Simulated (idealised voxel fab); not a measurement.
process module | voxel wiring stack
cross-section cut | 250 nm wide | cells 5 nm
A cross-section is a grid of square cells, given in bands from the top down. A band is one or more rows of cells.
Each band's line starts with the height of the band's top and of its bottom, in nm. Then come its materials from left to right, each with its width in nm. One material with "throughout" fills the band from edge to edge. "air" is empty space.
Height 0 is the level under which the wafer as received is all one material. The lowest band goes on downwards, as in "0 down".
A width such as "30 to 40" changes by the same amount from each row of cells to the next, from the band's top row to its bottom row.
"no change" after a step means that no cell of the cross-section changed.
closed voids: empty space of 8 cells or more with no open way to the top, each as width x height at its distance from the left edge, in nm
after a step's settings: what the simulator itself notes on the step
overlay nm, on a step with a mask: how far to the right of its planned place the mask lay; to the left if negative
plan
1 op RECEIVE | material Si
2 op CONFORMAL_DEP | material SiO2 | thk nm 15
3 op CONFORMAL_DEP | material SiN | thk nm 5
4 op DIRECTIONAL_DEP | material lowk | thk nm 20
5 op MASKED_ETCH | tone open | mask id METAL_1 | width nm 30 | pitch nm 60 | etch materials lowk | depth nm 20 | overlay nm 0
6 op MASKED_ETCH | tone open | mask id METAL_1 | width nm 30 | pitch nm 60 | etch materials SiN | depth nm 5 | overlay nm 0
7 op CONFORMAL_DEP | material TiN | thk nm 5
8 op FILL_DEP | material Cu | thk nm 10
9 op CMP | height nm 40
10 op CONFORMAL_DEP | material SiCN | thk nm 5
11 op DIRECTIONAL_DEP | material lowk | thk nm 20
12 op PATTERN | tone open | mask id PLUG_1 | material resist | width nm 15 | pitch nm 60 | thk nm 15 | overlay nm 0
13 op DIRECTIONAL_ETCH | etch materials lowk | depth nm 20
14 op DIRECTIONAL_ETCH | etch materials SiCN | depth nm 5
15 op STRIP | etch materials resist
16 op CONFORMAL_DEP | material TiN | thk nm 5
17 op FILL_DEP | material Ru | thk nm 5
18 op CMP | height nm 65
19 op CONFORMAL_DEP | material SiN | thk nm 5
20 op DIRECTIONAL_DEP | material SiO2 | thk nm 15
21 op DIRECTIONAL_DEP | material aC | thk nm 15
22 op PATTERN | tone open | mask id METAL_2 | material resist | width nm 30 | pitch nm 60 | thk nm 35 | overlay nm 0
23 op DIRECTIONAL_ETCH | etch materials aC | depth nm 15
24 op STRIP | etch materials resist
25 op DIRECTIONAL_ETCH | etch materials SiO2 | depth nm 15
26 op DIRECTIONAL_ETCH | etch materials SiN | depth nm 5
27 op STRIP | etch materials aC
28 op CONFORMAL_DEP | material TiN | thk nm 5
29 op FILL_DEP | material Cu | thk nm 5
30 op CMP | height nm 85
31 op CONFORMAL_DEP | material SiN | thk nm 5
as received, after step 1
  0 down: Si throughout
  closed voids: none
a wafer at the end: this start, this plan, one mistake
  90 to 85: SiN throughout
  85 to 70: SiO2 50 | TiN 5 | Cu 20 | TiN 5 | SiO2 30 | TiN 5 | Cu 20 | TiN 5 | SiO2 30 | TiN 5 | Cu 20 | TiN 5 | SiO2 50
  70 to 65: SiN 50 | TiN 30 | SiN 30 | TiN 30 | SiN 30 | TiN 30 | SiN 50
  65 to 45: lowk 50 | TiN 5 | Ru 5 | TiN 5 | lowk 45 | TiN 5 | Ru 5 | TiN 5 | lowk 45 | TiN 5 | Ru 5 | TiN 5 | lowk 65
  45 to 40: SiCN 50 | TiN 15 | SiCN 45 | TiN 15 | SiCN 45 | TiN 15 | SiCN 65
  40 to 35: lowk 50 | TiN 5 | Cu 20 | TiN 5 | lowk 30 | TiN 5 | Cu 20 | TiN 5 | lowk 30 | TiN 5 | Cu 20 | TiN 5 | lowk 50
  35 to 30: SiN 50 | TiN 30 | SiN 30 | TiN 30 | SiN 30 | TiN 30 | SiN 50
  30 to 0: SiO2 throughout
  0 down: Si throughout
  closed voids: none
what went wrong: step 2 was run twice
